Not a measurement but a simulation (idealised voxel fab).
The process module that follows is named voxel wiring stack.
It is cross-section cut that appears here, measuring 240 nm in width, its square cells being 5 nm in size.
Just so we're on the same page, the cross-sections are grids of square cells, and they're listed out in bands top to bottom, each band one or more rows deep. Heights first: top, then bottom, in nm. Then materials, left to right, each with a width in nm. "throughout" on a single material: fills the band edge to edge. "empty": empty space. Heights are expressed relative to 0, this being the level below which the as-received wafer comprises one material exclusively. The lowest band is unbounded in the downward direction and is denoted as in "0 down". Graded width ("30..40"): value in top row of band = first number; value in bottom row = second number; row-to-row change constant. No cell of the cross-section changed in a step that is given as "remained unchanged". In the "Trapped voids" entry, you get each enclosed empty space of 8 cells or more, one with no open way to the top, written width x height at distance, distance from the left edge, in nm. Whatever follows a step's settings on its line is a remark the simulator itself makes about that step. When a step includes a mask, the "overlay nm" setting on its line states how far to the right of its planned place that mask lay, and negative values state how far to the left.

THIS SECTION LISTS THE PROCESS STEPS THAT WERE PLANNED
step 1: RECEIVE: material Si
step 2: CONFORMAL_DEP: material SiO2, thk nm 15
step 3: DIRECTIONAL_DEP: material TiN, thk nm 5
step 4: DIRECTIONAL_DEP: material Ru, thk nm 15
step 5: PATTERN: tone cover, mask id METAL_1, material resist, width nm 25, pitch nm 55, thk nm 15, overlay nm -15
step 6: DIRECTIONAL_ETCH: etch materials Ru, depth nm 15
step 7: DIRECTIONAL_ETCH: etch materials TiN, depth nm 5
step 8: STRIP: etch materials resist
step 9: CONFORMAL_DEP: material SiCN, thk nm 5
step 10: FILL_DEP: material lowk, thk nm 5
step 11: CMP: height nm 35
step 12: CONFORMAL_DEP: material SiCN, thk nm 5
step 13: DIRECTIONAL_DEP: material SiO2, thk nm 30
step 14: DIRECTIONAL_DEP: material aC, thk nm 10
step 15: PATTERN: tone open, mask id METAL_2_HOLES, material resist, width nm 15, pitch nm 55, thk nm 25, overlay nm 0
step 16: DIRECTIONAL_ETCH: etch materials aC, depth nm 10
step 17: STRIP: etch materials resist
step 18: DIRECTIONAL_ETCH: etch materials SiO2, depth nm 30
step 19: STRIP: etch materials aC
step 20: DIRECTIONAL_DEP: material aC, thk nm 15
step 21: PATTERN: tone open, mask id METAL_2, material resist, width nm 25, pitch nm 55, thk nm 35, overlay nm 0
step 22: DIRECTIONAL_ETCH: etch materials aC, depth nm 15
step 23: STRIP: etch materials resist
step 24: DIRECTIONAL_ETCH: etch materials SiO2, depth nm 15
step 25: DIRECTIONAL_ETCH: etch materials SiCN, depth nm 5
step 26: STRIP: etch materials aC
step 27: CONFORMAL_DEP: material TiN, thk nm 5
step 28: FILL_DEP: material Ru, thk nm 5
step 29: CMP: height nm 70
step 30: CONFORMAL_DEP: material SiCN, thk nm 5
Heads up: all these wafers start the same, and what changes between them is the overlay nm in step 5. The value you see in the plan is just what the first wafer got.

CROSS-SECTIONAL VIEW OF THE FIRST OF SEVERAL WAFERS IN THE AS-RECEIVED CONDITION, CORRESPONDING TO THE STATE FOLLOWING STEP 1
  0 down  Si throughout
  Trapped voids: none

LAST STEP OF THE MODULE IS STEP 30; AFTER IT, THE FIRST OF SEVERAL WAFERS IN CROSS-SECTION
  75 to 70  SiCN throughout
  70 to 60  SiO2 50 nm, TiN 5 nm, Ru 15 nm, TiN 5 nm, SiO2 30 nm, TiN 5 nm, Ru 15 nm, TiN 5 nm, SiO2 30 nm, TiN 5 nm, Ru 15 nm, TiN 5 nm, SiO2 55 nm
  60 to 55  SiO2 50 nm, TiN 5 nm, Ru 5 nm, TiN 15 nm, SiO2 30 nm, TiN 5 nm, Ru 5 nm, TiN 15 nm, SiO2 30 nm, TiN 5 nm, Ru 5 nm, TiN 15 nm, SiO2 55 nm
  55 to 40  SiO2 50 nm, TiN 5 nm, Ru 5 nm, TiN 5 nm, SiO2 40 nm, TiN 5 nm, Ru 5 nm, TiN 5 nm, SiO2 40 nm, TiN 5 nm, Ru 5 nm, TiN 5 nm, SiO2 65 nm
  40 to 35  SiCN 50 nm, TiN 15 nm, SiCN 40 nm, TiN 15 nm, SiCN 40 nm, TiN 15 nm, SiCN 65 nm
  35 to 20  lowk 30 nm, SiCN 5 nm, Ru 25 nm, SiCN 5 nm, lowk 20 nm, SiCN 5 nm, Ru 25 nm, SiCN 5 nm, lowk 20 nm, SiCN 5 nm, Ru 25 nm, SiCN 5 nm, lowk 65 nm
  20 to 15  SiCN 35 nm, TiN 25 nm, SiCN 30 nm, TiN 25 nm, SiCN 30 nm, TiN 25 nm, SiCN 70 nm
  15 to 0  SiO2 throughout
  0 down  Si throughout
  Trapped voids: none

CROSS-SECTIONAL DEPICTION OF THE LAST OF SEVERAL WAFERS UPON COMPLETION OF THE MODULE
  75 to 70  SiCN throughout
  70 to 60  SiO2 50 nm, TiN 5 nm, Ru 15 nm, TiN 5 nm, SiO2 30 nm, TiN 5 nm, Ru 15 nm, TiN 5 nm, SiO2 30 nm, TiN 5 nm, Ru 15 nm, TiN 5 nm, SiO2 55 nm
  60 to 55  SiO2 50 nm, TiN 5 nm, Ru 5 nm, TiN 15 nm, SiO2 30 nm, TiN 5 nm, Ru 5 nm, TiN 15 nm, SiO2 30 nm, TiN 5 nm, Ru 5 nm, TiN 15 nm, SiO2 55 nm
  55 to 40  SiO2 50 nm, TiN 5 nm, Ru 5 nm, TiN 5 nm, SiO2 40 nm, TiN 5 nm, Ru 5 nm, TiN 5 nm, SiO2 40 nm, TiN 5 nm, Ru 5 nm, TiN 5 nm, SiO2 65 nm
  40 to 35  SiCN 50 nm, TiN 15 nm, SiCN 40 nm, TiN 15 nm, SiCN 40 nm, TiN 15 nm, SiCN 65 nm
  35 to 20  lowk 60 nm, SiCN 5 nm, Ru 25 nm, SiCN 5 nm, lowk 20 nm, SiCN 5 nm, Ru 25 nm, SiCN 5 nm, lowk 20 nm, SiCN 5 nm, Ru 25 nm, SiCN 5 nm, lowk 35 nm
  20 to 15  SiCN 65 nm, TiN 25 nm, SiCN 30 nm, TiN 25 nm, SiCN 30 nm, TiN 25 nm, SiCN 40 nm
  15 to 0  SiO2 throughout
  0 down  Si throughout
  Trapped voids: none

WAFER ROWS; END OF MODULE; CELLS PER MATERIAL SINCE RECEIPT: (+) GAINED, (-) LOST; THEN CLOSED VOIDS
overlay nm -15, +75 Ru, +138 SiCN, +360 SiO2, +66 TiN, +81 lowk, Trapped voids: none
overlay nm -10, +75 Ru, +138 SiCN, +360 SiO2, +66 TiN, +81 lowk, Trapped voids: none
overlay nm -5, +75 Ru, +138 SiCN, +360 SiO2, +66 TiN, +81 lowk, Trapped voids: none
overlay nm 0, +75 Ru, +138 SiCN, +360 SiO2, +66 TiN, +81 lowk, Trapped voids: none
overlay nm 5, +75 Ru, +138 SiCN, +360 SiO2, +66 TiN, +81 lowk, Trapped voids: none
overlay nm 10, +75 Ru, +138 SiCN, +360 SiO2, +66 TiN, +81 lowk, Trapped voids: none
overlay nm 15, +75 Ru, +138 SiCN, +360 SiO2, +66 TiN, +81 lowk, Trapped voids: none
